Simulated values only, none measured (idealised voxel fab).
process module | voxel lift off
cross-section cut | 285 nm wide | cells 5 nm
A cross-section is a grid of square cells, given in bands from the top down. A band is one or more rows of cells.
Each band's line starts with the height of the band's top and of its bottom, in nm. Then come its materials from left to right, each with its width in nm. One material with "throughout" fills the band from edge to edge. "air" is empty space.
Height 0 is the level under which the wafer as received is all one material. The lowest band goes on downwards, as in "0 down".
A width such as "30 to 40" changes by the same amount from each row of cells to the next, from the band's top row to its bottom row.
"no change" after a step means that no cell of the cross-section changed.
closed voids: empty space of 8 cells or more with no open way to the top, each as width x height at its distance from the left edge, in nm
after a step's settings: what the simulator itself notes on the step
overlay nm, on a step with a mask: how far to the right of its planned place the mask lay; to the left if negative
plan
1 op RECEIVE | material Si
2 op CONFORMAL_DEP | material SiO2 | thk nm 15
3 op PATTERN | tone open | mask id LINES | material resist | width nm 15 | pitch nm 40 | thk nm 15 | overlay nm 0
4 op DIRECTIONAL_DEP | material Ru | thk nm 5
5 op STRIP | etch materials resist
6 op CONFORMAL_DEP | material SiCN | thk nm 10
first wafer, as planned
as received, after step 1
  0 down: Si throughout
  closed voids: none
after step 2
  15 to 0: SiO2 throughout
  below 0: unchanged
after step 3
  30 to 15: resist 75 | air 15 | resist 25 | air 15 | resist 25 | air 15 | resist 25 | air 15 | resist 75
  below 15: unchanged
after step 4
  35 to 30: Ru 75 | air 15 | Ru 25 | air 15 | Ru 25 | air 15 | Ru 25 | air 15 | Ru 75
  30 to 20: resist 75 | air 15 | resist 25 | air 15 | resist 25 | air 15 | resist 25 | air 15 | resist 75
  20 to 15: resist 75 | Ru 15 | resist 25 | Ru 15 | resist 25 | Ru 15 | resist 25 | Ru 15 | resist 75
  below 15: unchanged
after step 5
  20 to 15: air 75 | Ru 15 | air 25 | Ru 15 | air 25 | Ru 15 | air 25 | Ru 15 | air 75
  below 15: unchanged
after step 6
  30 to 25: air 65 | SiCN 35 | air 5 | SiCN 35 | air 5 | SiCN 35 | air 5 | SiCN 35 | air 65
  25 to 20: SiCN throughout
  20 to 15: SiCN 75 | Ru 15 | SiCN 25 | Ru 15 | SiCN 25 | Ru 15 | SiCN 25 | Ru 15 | SiCN 75
  below 15: unchanged
second wafer: like start, like plan, one mistake. Through step 2 it matches the first wafer
when step 3 should have ended
  30 to 15: air 75 | resist 15 | air 25 | resist 15 | air 25 | resist 15 | air 25 | resist 15 | air 75
  below 15: unchanged
when step 4 should have ended
  35 to 30: air 75 | Ru 15 | air 25 | Ru 15 | air 25 | Ru 15 | air 25 | Ru 15 | air 75
  30 to 20: air 75 | resist 15 | air 25 | resist 15 | air 25 | resist 15 | air 25 | resist 15 | air 75
  20 to 15: Ru 75 | resist 15 | Ru 25 | resist 15 | Ru 25 | resist 15 | Ru 25 | resist 15 | Ru 75
  below 15: unchanged
when step 5 should have ended
  20 to 15: Ru 75 | air 15 | Ru 25 | air 15 | Ru 25 | air 15 | Ru 25 | air 15 | Ru 75
  below 15: unchanged
when step 6 should have ended
  30 to 20: SiCN throughout
  20 to 15: Ru 75 | SiCN 15 | Ru 25 | SiCN 15 | Ru 25 | SiCN 15 | Ru 25 | SiCN 15 | Ru 75
  below 15: unchanged
what went wrong: step 3 ran as: op PATTERN | tone cover | mask id LINES | material resist | width nm 15 | pitch nm 40 | thk nm 15 | overlay nm 0
at the end the second wafer has, in cells: 33 more of Ru | 4 fewer of SiCN
